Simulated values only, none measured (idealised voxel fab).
process module | voxel double patterning
cross-section cut | 210 nm wide | cells 5 nm
A cross-section is a grid of square cells, given in bands from the top down. A band is one or more rows of cells.
Each band's line starts with the height of the band's top and of its bottom, in nm. Then come its materials from left to right, each with its width in nm. One material with "throughout" fills the band from edge to edge. "air" is empty space.
Height 0 is the level under which the wafer as received is all one material. The lowest band goes on downwards, as in "0 down".
A width such as "30 to 40" changes by the same amount from each row of cells to the next, from the band's top row to its bottom row.
"no change" after a step means that no cell of the cross-section changed.
closed voids: empty space of 8 cells or more with no open way to the top, each as width x height at its distance from the left edge, in nm
after a step's settings: what the simulator itself notes on the step
overlay nm, on a step with a mask: how far to the right of its planned place the mask lay; to the left if negative
plan
1 op RECEIVE | material Si
2 op CONFORMAL_DEP | material SiO2 | thk nm 5
3 op DIRECTIONAL_DEP | material polySi | thk nm 15
4 op DIRECTIONAL_DEP | material SiN | thk nm 10
5 op PATTERN | tone open | mask id FIRST | material resist | width nm 15 | pitch nm 50 | thk nm 15 | overlay nm 0
6 op DIRECTIONAL_ETCH | etch materials SiN | depth nm 10
7 op STRIP | etch materials resist
8 op MASKED_ETCH | tone open | mask id SECOND | width nm 15 | etch materials SiN | depth nm 10 | overlay nm 0
9 op DIRECTIONAL_ETCH | etch materials polySi | depth nm 15
10 op STRIP | etch materials SiN
as received, after step 1
  0 down: Si throughout
  closed voids: none
a wafer at the end: this start, this plan, one mistake
  15 to 5: polySi throughout
  5 to 0: SiO2 throughout
  0 down: Si throughout
  closed voids: none
what went wrong: step 4 ran as: op DIRECTIONAL_DEP | material polySi | thk nm 10
